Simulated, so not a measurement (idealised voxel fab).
The document below concerns the process module designated voxel gate over fins.
Square cell edge 5 nm, section width 140 nm, ID cut.
The cross-sections in this document take the form of a grid made of square cells. They are written out as bands, in order from top to bottom. Each band consists of one or more rows of cells. This entry defines a band. It first specifies the height of the band's top and the height of its bottom in nm, and then specifies the band's materials from left to right, stating each material with its width in nm. The word "edge to edge" identifies a single material that fills the band from edge to edge, while the word "empty" identifies empty space. Heights are expressed relative to 0, this being the level below which the as-received wafer comprises one material exclusively. The lowest band is unbounded in the downward direction and is denoted as in "0 -> down". The two numbers in a width such as "30 to 40" mark its ends across the band: the first belongs to the top row of cells, the second to the bottom row, and from each row to the next the width moves by the same amount. "changes: none" means the step left every cell of the cross-section as it was. "Fully sealed voids": sealed empty spaces, 8 cells or more, no open way to top, listed width x height at distance, with distance from the left edge and width, height and distance in nm. Anything after a step's settings on that line? It's the simulator's own note about the step. overlay nm: right-of-plan distance of the mask on a masked step; negative values mean left-of-plan.

The steps planned for the process are as follows:
| 1 | RECEIVE: material Si |
| 2 | CONFORMAL_DEP: material SiN, thk nm 10 |
| 3 | DIRECTIONAL_DEP: material aC, thk nm 10 |
| 4 | PATTERN: tone cover, mask id FINS, material resist, width nm 15, pitch nm 55, thk nm 25, overlay nm 0 |
| 5 | DIRECTIONAL_ETCH: etch materials aC, depth nm 10 |
| 6 | STRIP: etch materials resist |
| 7 | DIRECTIONAL_ETCH: etch materials SiN, depth nm 10 |
| 8 | DIRECTIONAL_ETCH: etch materials Si, depth nm 35 |
| 9 | STRIP: etch materials aC |
| 10 | OXIDIZE: depth nm 5 |
| 11 | FILL_DEP: material SiO2, thk nm 10 |
| 12 | CMP: height nm 10 |
| 13 | DIRECTIONAL_DEP: material aC, thk nm 15 |
| 14 | PATTERN: tone open, mask id RAIL, material resist, width nm 15, thk nm 30, overlay nm 0 |
| 15 | DIRECTIONAL_ETCH: etch materials aC, depth nm 15 |
| 16 | STRIP: etch materials resist |
| 17 | DIRECTIONAL_ETCH: etch materials SiO2, depth nm 40 |
| 18 | STRIP: etch materials aC |
| 19 | CONFORMAL_DEP: material TiN, thk nm 5 |
| 20 | FILL_DEP: material Ru, thk nm 10 |
| 21 | CMP: height nm 10 |
| 22 | SELECTIVE_ETCH: etch materials W Ru TiN, depth nm 25 |
| 23 | FILL_DEP: material SiO2, thk nm 5 |
| 24 | CMP: height nm 10 |
| 25 | SELECTIVE_ETCH: etch materials SiO2, depth nm 20 |
| 26 | STRIP: etch materials SiN |
| 27 | CONFORMAL_DEP: material HfO2, thk nm 5 |
| 28 | CONFORMAL_DEP: material TiN, thk nm 5 |
| 29 | CONFORMAL_DEP: material TiAl, thk nm 5 |
| 30 | CONFORMAL_DEP: material TiN, thk nm 5 |
| 31 | FILL_DEP: material W, thk nm 15 |
| 32 | CMP: height nm 30 |
| 33 | CONFORMAL_DEP: material SiCN, thk nm 10 |

The first wafer of two, processed as planned:

Wafer at receipt (post step 1), cross-section:
* 0 -> down | Si edge to edge
* Fully sealed voids: none

Cross-section through the wafer, step 2 finished:
* 10 -> 0 | SiN edge to edge
* Under the height 0 nothing was changed.

Cross-section through the wafer, step 3 finished:
* 20 -> 10 | aC edge to edge
* Under the height 10 nothing was changed.

Cross-section through the wafer, step 4 finished:
* 45 -> 20 | empty (35); resist (15); empty (40); resist (15); empty (35)
* Under the height 20 nothing was changed.

Cross-section through the wafer, step 5 finished:
* 35 -> 20 | empty (35); resist (15); empty (40); resist (15); empty (35)
* 20 -> 10 | empty (35); aC (15); empty (40); aC (15); empty (35)
* Under the height 10 nothing was changed.

Cross-section through the wafer, step 6 finished:
* 20 -> 10 | empty (35); aC (15); empty (40); aC (15); empty (35)
* Under the height 10 nothing was changed.

Cross-section through the wafer, step 7 finished:
* 20 -> 10 | empty (35); aC (15); empty (40); aC (15); empty (35)
* 10 -> 0 | empty (35); SiN (15); empty (40); SiN (15); empty (35)
* Under the height 0 nothing was changed.

Cross-section through the wafer, step 8 finished:
* 20 -> 10 | empty (35); aC (15); empty (40); aC (15); empty (35)
* 10 -> 0 | empty (35); SiN (15); empty (40); SiN (15); empty (35)
* 0 -> -35 | empty (35); Si (15); empty (40); Si (15); empty (35)
* Under the height -35 nothing was changed.

Cross-section through the wafer, step 9 finished:
* 10 -> 0 | empty (35); SiN (15); empty (40); SiN (15); empty (35)
* Under the height 0 nothing was changed.

Cross-section through the wafer, step 10 finished:
* 10 -> 0 | empty (35); SiN (15); empty (40); SiN (15); empty (35)
* 0 -> -35 | empty (35); SiO2 (5); Si (5); SiO2 (5); empty (40); SiO2 (5); Si (5); SiO2 (5); empty (35)
* -35 -> -40 | SiO2 (40); Si (5); SiO2 (50); Si (5); SiO2 (40)
* Under the height -40 nothing was changed.

Cross-section through the wafer, step 11 finished:
* 20 -> 10 | SiO2 edge to edge
* 10 -> 0 | SiO2 (35); SiN (15); SiO2 (40); SiN (15); SiO2 (35)
* 0 -> -40 | SiO2 (40); Si (5); SiO2 (50); Si (5); SiO2 (40)
* Under the height -40 nothing was changed.

Cross-section through the wafer, step 12 finished:
* 10 -> 0 | SiO2 (35); SiN (15); SiO2 (40); SiN (15); SiO2 (35)
* Under the height 0 nothing was changed.

Cross-section through the wafer, step 13 finished:
* 25 -> 10 | aC edge to edge
* Under the height 10 nothing was changed.

Cross-section through the wafer, step 14 finished:
* 55 -> 25 | resist (60); empty (15); resist (65)
* Under the height 25 nothing was changed.

Cross-section through the wafer, step 15 finished:
* 40 -> 25 | resist (60); empty (15); resist (65)
* 25 -> 10 | aC (60); empty (15); aC (65)
* Under the height 10 nothing was changed.

Cross-section through the wafer, step 16 finished:
* 25 -> 10 | aC (60); empty (15); aC (65)
* Under the height 10 nothing was changed.

Cross-section through the wafer, step 17 finished:
* 25 -> 10 | aC (60); empty (15); aC (65)
* 10 -> 0 | SiO2 (35); SiN (15); SiO2 (10); empty (15); SiO2 (15); SiN (15); SiO2 (35)
* 0 -> -30 | SiO2 (40); Si (5); SiO2 (15); empty (15); SiO2 (20); Si (5); SiO2 (40)
* Under the height -30 nothing was changed.

Cross-section through the wafer, step 18 finished:
* 10 -> 0 | SiO2 (35); SiN (15); SiO2 (10); empty (15); SiO2 (15); SiN (15); SiO2 (35)
* Under the height 0 nothing was changed.

Cross-section through the wafer, step 19 finished:
* 15 -> 10 | TiN (65); empty (5); TiN (70)
* 10 -> 0 | SiO2 (35); SiN (15); SiO2 (10); TiN (5); empty (5); TiN (5); SiO2 (15); SiN (15); SiO2 (35)
* 0 -> -25 | SiO2 (40); Si (5); SiO2 (15); TiN (5); empty (5); TiN (5); SiO2 (20); Si (5); SiO2 (40)
* -25 -> -30 | SiO2 (40); Si (5); SiO2 (15); TiN (15); SiO2 (20); Si (5); SiO2 (40)
* Under the height -30 nothing was changed.

Cross-section through the wafer, step 20 finished:
* 25 -> 15 | Ru edge to edge
* 15 -> 10 | TiN (65); Ru (5); TiN (70)
* 10 -> 0 | SiO2 (35); SiN (15); SiO2 (10); TiN (5); Ru (5); TiN (5); SiO2 (15); SiN (15); SiO2 (35)
* 0 -> -25 | SiO2 (40); Si (5); SiO2 (15); TiN (5); Ru (5); TiN (5); SiO2 (20); Si (5); SiO2 (40)
* Under the height -25 nothing was changed.

Cross-section through the wafer, step 21 finished:
* 10 -> 0 | SiO2 (35); SiN (15); SiO2 (10); TiN (5); Ru (5); TiN (5); SiO2 (15); SiN (15); SiO2 (35)
* Under the height 0 nothing was changed.

Cross-section through the wafer, step 22 finished:
* 10 -> 0 | SiO2 (35); SiN (15); SiO2 (10); empty (15); SiO2 (15); SiN (15); SiO2 (35)
* 0 -> -15 | SiO2 (40); Si (5); SiO2 (15); empty (15); SiO2 (20); Si (5); SiO2 (40)
* Under the height -15 nothing was changed.

Cross-section through the wafer, step 23 finished:
* 15 -> 10 | SiO2 edge to edge
* 10 -> 0 | SiO2 (35); SiN (15); SiO2 (40); SiN (15); SiO2 (35)
* 0 -> -15 | SiO2 (40); Si (5); SiO2 (50); Si (5); SiO2 (40)
* Under the height -15 nothing was changed.

Cross-section through the wafer, step 24 finished:
* 10 -> 0 | SiO2 (35); SiN (15); SiO2 (40); SiN (15); SiO2 (35)
* Under the height 0 nothing was changed.

Cross-section through the wafer, step 25 finished:
* 10 -> 0 | empty (35); SiN (15); empty (40); SiN (15); empty (35)
* 0 -> -10 | empty (40); Si (5); empty (50); Si (5); empty (40)
* Under the height -10 nothing was changed.

Cross-section through the wafer, step 26 finished:
* 0 -> -10 | empty (40); Si (5); empty (50); Si (5); empty (40)
* Under the height -10 nothing was changed.

Cross-section through the wafer, step 27 finished:
* 5 -> 0 | empty (35); HfO2 (15); empty (40); HfO2 (15); empty (35)
* 0 -> -5 | empty (35); HfO2 (5); Si (5); HfO2 (5); empty (40); HfO2 (5); Si (5); HfO2 (5); empty (35)
* -5 -> -10 | HfO2 (40); Si (5); HfO2 (50); Si (5); HfO2 (40)
* Under the height -10 nothing was changed.

Cross-section through the wafer, step 28 finished:
* 10 -> 5 | empty (30); TiN (25); empty (30); TiN (25); empty (30)
* 5 -> 0 | empty (30); TiN (5); HfO2 (15); TiN (5); empty (30); TiN (5); HfO2 (15); TiN (5); empty (30)
* 0 -> -5 | TiN (35); HfO2 (5); Si (5); HfO2 (5); TiN (40); HfO2 (5); Si (5); HfO2 (5); TiN (35)
* Under the height -5 nothing was changed.

Cross-section through the wafer, step 29 finished:
* 15 -> 10 | empty (25); TiAl (35); empty (20); TiAl (35); empty (25)
* 10 -> 5 | empty (25); TiAl (5); TiN (25); TiAl (5); empty (20); TiAl (5); TiN (25); TiAl (5); empty (25)
* 5 -> 0 | TiAl (30); TiN (5); HfO2 (15); TiN (5); TiAl (30); TiN (5); HfO2 (15); TiN (5); TiAl (30)
* Under the height 0 nothing was changed.

Cross-section through the wafer, step 30 finished:
* 20 -> 15 | empty (20); TiN (45); empty (10); TiN (45); empty (20)
* 15 -> 10 | empty (20); TiN (5); TiAl (35); TiN (5); empty (10); TiN (5); TiAl (35); TiN (5); empty (20)
* 10 -> 5 | TiN (25); TiAl (5); TiN (25); TiAl (5); TiN (20); TiAl (5); TiN (25); TiAl (5); TiN (25)
* Under the height 5 nothing was changed.

Cross-section through the wafer, step 31 finished:
* 35 -> 20 | W edge to edge
* 20 -> 15 | W (20); TiN (45); W (10); TiN (45); W (20)
* 15 -> 10 | W (20); TiN (5); TiAl (35); TiN (5); W (10); TiN (5); TiAl (35); TiN (5); W (20)
* Under the height 10 nothing was changed.

Cross-section through the wafer, step 32 finished:
* 30 -> 20 | W edge to edge
* Under the height 20 nothing was changed.

Cross-section through the wafer, step 33 finished:
* 40 -> 30 | SiCN edge to edge
* Under the height 30 nothing was changed.

The remaining wafer, second of the two, started like the first and was run to the same plan, except that one mistake was made along the way; the two coincide through step 20, inclusive:

Cross-section of the second wafer when, according to plan, step 21 should have finished: changes: none

Cross-section of the second wafer when, according to plan, step 22 should have finished:
* 10 -> 0 | SiO2 (35); SiN (15); SiO2 (10); empty (15); SiO2 (15); SiN (15); SiO2 (35)
* Under the height 0 nothing was changed.

Cross-section of the second wafer when, according to plan, step 23 should have finished:
* 15 -> 10 | SiO2 edge to edge
* 10 -> 0 | SiO2 (35); SiN (15); SiO2 (40); SiN (15); SiO2 (35)
* Under the height 0 nothing was changed.

Cross-section of the second wafer when, according to plan, step 24 should have finished:
* 10 -> 0 | SiO2 (35); SiN (15); SiO2 (40); SiN (15); SiO2 (35)
* Under the height 0 nothing was changed.

Cross-section of the second wafer when, according to plan, step 25 should have finished:
* 10 -> 0 | empty (35); SiN (15); empty (40); SiN (15); empty (35)
* 0 -> -10 | empty (40); Si (5); empty (15); TiN (5); Ru (5); TiN (5); empty (20); Si (5); empty (40)
* Under the height -10 nothing was changed.

Cross-section of the second wafer when, according to plan, step 26 should have finished:
* 0 -> -10 | empty (40); Si (5); empty (15); TiN (5); Ru (5); TiN (5); empty (20); Si (5); empty (40)
* Under the height -10 nothing was changed.

Cross-section of the second wafer when, according to plan, step 27 should have finished:
* 5 -> 0 | empty (35); HfO2 (15); empty (5); HfO2 (25); empty (10); HfO2 (15); empty (35)
* 0 -> -5 | empty (35); HfO2 (5); Si (5); HfO2 (5); empty (5); HfO2 (5); TiN (5); Ru (5); TiN (5); HfO2 (5); empty (10); HfO2 (5); Si (5); HfO2 (5); empty (35)
* -5 -> -10 | HfO2 (40); Si (5); HfO2 (15); TiN (5); Ru (5); TiN (5); HfO2 (20); Si (5); HfO2 (40)
* Under the height -10 nothing was changed.

Cross-section of the second wafer when, according to plan, step 28 should have finished:
* 10 -> 5 | empty (30); TiN (80); empty (30)
* 5 -> 0 | empty (30); TiN (5); HfO2 (15); TiN (5); HfO2 (25); TiN (10); HfO2 (15); TiN (5); empty (30)
* 0 -> -5 | TiN (35); HfO2 (5); Si (5); HfO2 (5); TiN (5); HfO2 (5); TiN (5); Ru (5); TiN (5); HfO2 (5); TiN (10); HfO2 (5); Si (5); HfO2 (5); TiN (35)
* Under the height -5 nothing was changed.

Cross-section of the second wafer when, according to plan, step 29 should have finished:
* 15 -> 10 | empty (25); TiAl (90); empty (25)
* 10 -> 5 | empty (25); TiAl (5); TiN (80); TiAl (5); empty (25)
* 5 -> 0 | TiAl (30); TiN (5); HfO2 (15); TiN (5); HfO2 (25); TiN (10); HfO2 (15); TiN (5); TiAl (30)
* Under the height 0 nothing was changed.

Cross-section of the second wafer when, according to plan, step 30 should have finished:
* 20 -> 15 | empty (20); TiN (100); empty (20)
* 15 -> 10 | empty (20); TiN (5); TiAl (90); TiN (5); empty (20)
* 10 -> 5 | TiN (25); TiAl (5); TiN (80); TiAl (5); TiN (25)
* Under the height 5 nothing was changed.

Cross-section of the second wafer when, according to plan, step 31 should have finished:
* 35 -> 20 | W edge to edge
* 20 -> 15 | W (20); TiN (100); W (20)
* 15 -> 10 | W (20); TiN (5); TiAl (90); TiN (5); W (20)
* Under the height 10 nothing was changed.

Cross-section of the second wafer when, according to plan, step 32 should have finished:
* 30 -> 20 | W edge to edge
* Under the height 20 nothing was changed.

Cross-section of the second wafer when, according to plan, step 33 should have finished:
* 40 -> 30 | SiCN edge to edge
* Under the height 30 nothing was changed.
What broke from the plan during processing? plan step 21 was not performed, having been skipped
The closing comparison, in cells, has the second wafer with more or fewer of some materials than the first: +4 HfO2, +3 Ru, -3 SiO2, -4 TiAl, +4 TiN, -4 W
